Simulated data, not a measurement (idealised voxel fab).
process module | voxel self aligned vias
cross-section cut | 165 nm wide | cells 5 nm
A cross-section is a grid of square cells, given in bands from the top down. A band is one or more rows of cells.
Each band's line starts with the height of the band's top and of its bottom, in nm. Then come its materials from left to right, each with its width in nm. One material with "throughout" fills the band from edge to edge. "air" is empty space.
Height 0 is the level under which the wafer as received is all one material. The lowest band goes on downwards, as in "0 down".
A width such as "30 to 40" changes by the same amount from each row of cells to the next, from the band's top row to its bottom row.
"no change" after a step means that no cell of the cross-section changed.
closed voids: empty space of 8 cells or more with no open way to the top, each as width x height at its distance from the left edge, in nm
after a step's settings: what the simulator itself notes on the step
overlay nm, on a step with a mask: how far to the right of its planned place the mask lay; to the left if negative
plan
1 op RECEIVE | material Si
2 op CONFORMAL_DEP | material SiO2 | thk nm 15
3 op CONFORMAL_DEP | material SiCN | thk nm 5
4 op DIRECTIONAL_DEP | material SiO2 | thk nm 20
5 op MASKED_ETCH | tone open | mask id LINES | width nm 20 | pitch nm 55 | etch materials SiO2 | depth nm 20 | overlay nm 0
6 op CONFORMAL_DEP | material TiN | thk nm 5
7 op FILL_DEP | material Ru | thk nm 5
8 op CMP | height nm 40
9 op SELECTIVE_ETCH | etch materials W Ru TiN | depth nm 5
10 op FILL_DEP | material SiN | thk nm 10
11 op CMP | height nm 40
12 op DIRECTIONAL_DEP | material SiO2 | thk nm 20
13 op DIRECTIONAL_DEP | material aC | thk nm 10
14 op PATTERN | tone open | mask id VIAS | material resist | width nm 30 | thk nm 30 | overlay nm 0
15 op DIRECTIONAL_ETCH | etch materials aC | depth nm 10
16 op STRIP | etch materials resist
17 op DIRECTIONAL_ETCH | etch materials SiO2 | depth nm 20
18 op DIRECTIONAL_ETCH | etch materials SiN | depth nm 5
19 op STRIP | etch materials aC
20 op CONFORMAL_DEP | material TiN | thk nm 5
21 op FILL_DEP | material Cu | thk nm 5
22 op CMP | height nm 60
23 op CONFORMAL_DEP | material SiCN | thk nm 5
as received, after step 1
  0 down: Si throughout
  closed voids: none
a wafer at the end: this start, this plan, one mistake
  60 to 55: SiCN throughout
  55 to 45: SiO2 40 | TiN 5 | Cu 20 | TiN 5 | SiO2 95
  45 to 40: SiO2 40 | TiN 10 | Cu 10 | TiN 10 | SiO2 95
  40 to 35: SiO2 45 | TiN 20 | SiO2 35 | SiN 20 | SiO2 45
  35 to 25: SiO2 45 | TiN 5 | Ru 10 | TiN 5 | SiO2 35 | TiN 5 | Ru 10 | TiN 5 | SiO2 45
  25 to 20: SiO2 45 | TiN 20 | SiO2 35 | TiN 20 | SiO2 45
  20 to 15: SiCN throughout
  15 to 0: SiO2 throughout
  0 down: Si throughout
  closed voids: none
what went wrong: step 22 ran as: op CMP | height nm 55
